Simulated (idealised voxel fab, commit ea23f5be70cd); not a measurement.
process module | voxel capacitor over wiring
cross-section cut | 270 nm wide | cells 5 nm
A cross-section is a grid of square cells, given in bands from the top down. A band is one or more rows of cells.
Each band's line starts with the height of the band's top and of its bottom, in nm. Then come its materials from left to right, each with its width in nm. One material with "throughout" fills the band from edge to edge. "air" is empty space.
Height 0 is the level under which the wafer as received is all one material. The lowest band goes on downwards, as in "0 down".
A width such as "30 to 40" changes by the same amount from each row of cells to the next, from the band's top row to its bottom row.
"no change" after a step means that no cell of the cross-section changed.
closed voids: empty space of 8 cells or more with no open way to the top, each as width x height at its distance from the left edge, in nm
after a step's settings: what the simulator itself notes on the step
overlay nm, on a step with a mask: how far to the right of its planned place the mask lay; to the left if negative
plan
1 op RECEIVE | material Si
2 op CONFORMAL_DEP | material SiO2 | thk nm 10
3 op CONFORMAL_DEP | material SiN | thk nm 5
4 op DIRECTIONAL_DEP | material SiO2 | thk nm 15
5 op PATTERN | tone open | mask id METAL_1 | material resist | width nm 20 | pitch nm 80 | thk nm 15 | overlay nm 0
6 op DIRECTIONAL_ETCH | etch materials SiO2 | depth nm 15
7 op DIRECTIONAL_ETCH | etch materials SiN | depth nm 5
8 op STRIP | etch materials resist
9 op CONFORMAL_DEP | material TiN | thk nm 5
10 op FILL_DEP | material Cu | thk nm 5
11 op CMP | height nm 30
12 op CONFORMAL_DEP | material SiCN | thk nm 5
13 op DIRECTIONAL_DEP | material SiO2 | thk nm 10
14 op DIRECTIONAL_DEP | material aC | thk nm 10
15 op PATTERN | tone open | mask id PLUG_1 | material resist | width nm 15 | thk nm 30 | overlay nm 0
16 op DIRECTIONAL_ETCH | etch materials aC | depth nm 10
17 op STRIP | etch materials resist
18 op DIRECTIONAL_ETCH | etch materials SiO2 | depth nm 10
19 op DIRECTIONAL_ETCH | etch materials SiCN | depth nm 5
20 op STRIP | etch materials aC
21 op EPI | material Ru | thk nm 10
22 op EPI | material Ru | thk nm 5
23 op DIRECTIONAL_DEP | material TiN | thk nm 5
24 op DIRECTIONAL_DEP | material SiN | thk nm 5
25 op DIRECTIONAL_DEP | material TiN | thk nm 10
26 op MASKED_ETCH | tone cover | mask id UPPER_PLATE | width nm 65 | etch materials TiN | depth nm 10 | overlay nm 0
27 op MASKED_ETCH | tone cover | mask id UPPER_PLATE | width nm 65 | etch materials SiN | depth nm 5 | overlay nm 0
28 op MASKED_ETCH | tone cover | mask id LOWER_PLATE | width nm 75 | etch materials TiN | depth nm 5 | overlay nm 0
29 op FILL_DEP | material SiO2 | thk nm 20
30 op CMP | height nm 80
31 op PATTERN | tone open | mask id PLUG_2 | material resist | width nm 15 | thk nm 20 | overlay nm 0
32 op DIRECTIONAL_ETCH | etch materials SiO2 | depth nm 15
33 op STRIP | etch materials resist
34 op CONFORMAL_DEP | material TiN | thk nm 5
35 op FILL_DEP | material W | thk nm 10
36 op CMP | height nm 80
37 op CONFORMAL_DEP | material SiCN | thk nm 5
first wafer, as planned
as received, after step 1
  0 down: Si throughout
  closed voids: none
after step 2
  10 to 0: SiO2 throughout
  below 0: unchanged
after step 3
  15 to 10: SiN throughout
  below 10: unchanged
after step 4
  30 to 15: SiO2 throughout
  below 15: unchanged
after step 5
  45 to 30: resist 85 | air 20 | resist 60 | air 20 | resist 85
  below 30: unchanged
after step 6
  45 to 30: resist 85 | air 20 | resist 60 | air 20 | resist 85
  30 to 15: SiO2 85 | air 20 | SiO2 60 | air 20 | SiO2 85
  below 15: unchanged
after step 7
  45 to 30: resist 85 | air 20 | resist 60 | air 20 | resist 85
  30 to 15: SiO2 85 | air 20 | SiO2 60 | air 20 | SiO2 85
  15 to 10: SiN 85 | air 20 | SiN 60 | air 20 | SiN 85
  below 10: unchanged
after step 8
  30 to 15: SiO2 85 | air 20 | SiO2 60 | air 20 | SiO2 85
  below 15: unchanged
after step 9
  35 to 30: TiN 90 | air 10 | TiN 70 | air 10 | TiN 90
  30 to 15: SiO2 85 | TiN 5 | air 10 | TiN 5 | SiO2 60 | TiN 5 | air 10 | TiN 5 | SiO2 85
  15 to 10: SiN 85 | TiN 20 | SiN 60 | TiN 20 | SiN 85
  below 10: unchanged
after step 10
  40 to 35: Cu throughout
  35 to 30: TiN 90 | Cu 10 | TiN 70 | Cu 10 | TiN 90
  30 to 15: SiO2 85 | TiN 5 | Cu 10 | TiN 5 | SiO2 60 | TiN 5 | Cu 10 | TiN 5 | SiO2 85
  below 15: unchanged
after step 11
  30 to 15: SiO2 85 | TiN 5 | Cu 10 | TiN 5 | SiO2 60 | TiN 5 | Cu 10 | TiN 5 | SiO2 85
  below 15: unchanged
after step 12
  35 to 30: SiCN throughout
  below 30: unchanged
after step 13
  45 to 35: SiO2 throughout
  below 35: unchanged
after step 14
  55 to 45: aC throughout
  below 45: unchanged
after step 15
  85 to 55: resist 90 | air 15 | resist 165
  below 55: unchanged
after step 16
  75 to 55: resist 90 | air 15 | resist 165
  55 to 45: aC 90 | air 15 | aC 165
  below 45: unchanged
after step 17
  55 to 45: aC 90 | air 15 | aC 165
  below 45: unchanged
after step 18
  55 to 45: aC 90 | air 15 | aC 165
  45 to 35: SiO2 90 | air 15 | SiO2 165
  below 35: unchanged
after step 19
  55 to 45: aC 90 | air 15 | aC 165
  45 to 35: SiO2 90 | air 15 | SiO2 165
  35 to 30: SiCN 90 | air 15 | SiCN 165
  below 30: unchanged
after step 20
  45 to 35: SiO2 90 | air 15 | SiO2 165
  below 35: unchanged
after step 21
  45 to 40: SiO2 90 | air 15 | SiO2 165
  40 to 35: SiO2 90 | Ru 15 | SiO2 165
  35 to 30: SiCN 90 | Ru 15 | SiCN 165
  below 30: unchanged
after step 22
  45 to 35: SiO2 90 | Ru 15 | SiO2 165
  below 35: unchanged
after step 23
  50 to 45: TiN throughout
  below 45: unchanged
after step 24
  55 to 50: SiN throughout
  below 50: unchanged
after step 25
  65 to 55: TiN throughout
  below 55: unchanged
after step 26
  65 to 55: air 90 | TiN 65 | air 115
  below 55: unchanged
after step 27
  65 to 55: air 90 | TiN 65 | air 115
  55 to 50: air 90 | SiN 65 | air 115
  below 50: unchanged
after step 28
  65 to 55: air 90 | TiN 65 | air 115
  55 to 50: air 90 | SiN 65 | air 115
  50 to 45: air 85 | TiN 75 | air 110
  below 45: unchanged
after step 29
  85 to 65: SiO2 throughout
  65 to 55: SiO2 90 | TiN 65 | SiO2 115
  55 to 50: SiO2 90 | SiN 65 | SiO2 115
  50 to 45: SiO2 85 | TiN 75 | SiO2 110
  below 45: unchanged
after step 30
  80 to 65: SiO2 throughout
  below 65: unchanged
after step 31
  100 to 80: resist 100 | air 15 | resist 155
  below 80: unchanged
after step 32
  100 to 80: resist 100 | air 15 | resist 155
  80 to 65: SiO2 100 | air 15 | SiO2 155
  below 65: unchanged
after step 33
  80 to 65: SiO2 100 | air 15 | SiO2 155
  below 65: unchanged
after step 34
  85 to 80: TiN 105 | air 5 | TiN 160
  80 to 70: SiO2 100 | TiN 5 | air 5 | TiN 5 | SiO2 155
  70 to 65: SiO2 100 | TiN 15 | SiO2 155
  below 65: unchanged
after step 35
  95 to 85: W throughout
  85 to 80: TiN 105 | W 5 | TiN 160
  80 to 70: SiO2 100 | TiN 5 | W 5 | TiN 5 | SiO2 155
  below 70: unchanged
after step 36
  80 to 70: SiO2 100 | TiN 5 | W 5 | TiN 5 | SiO2 155
  below 70: unchanged
after step 37
  85 to 80: SiCN throughout
  below 80: unchanged
second wafer: like start, like plan, one mistake. Through step 35 it matches the first wafer
when step 36 should have ended: no change
when step 37 should have ended
  100 to 95: SiCN throughout
  below 95: unchanged
what went wrong: step 36 was left out
at the end the second wafer has, in cells: 53 more of TiN | 109 more of W
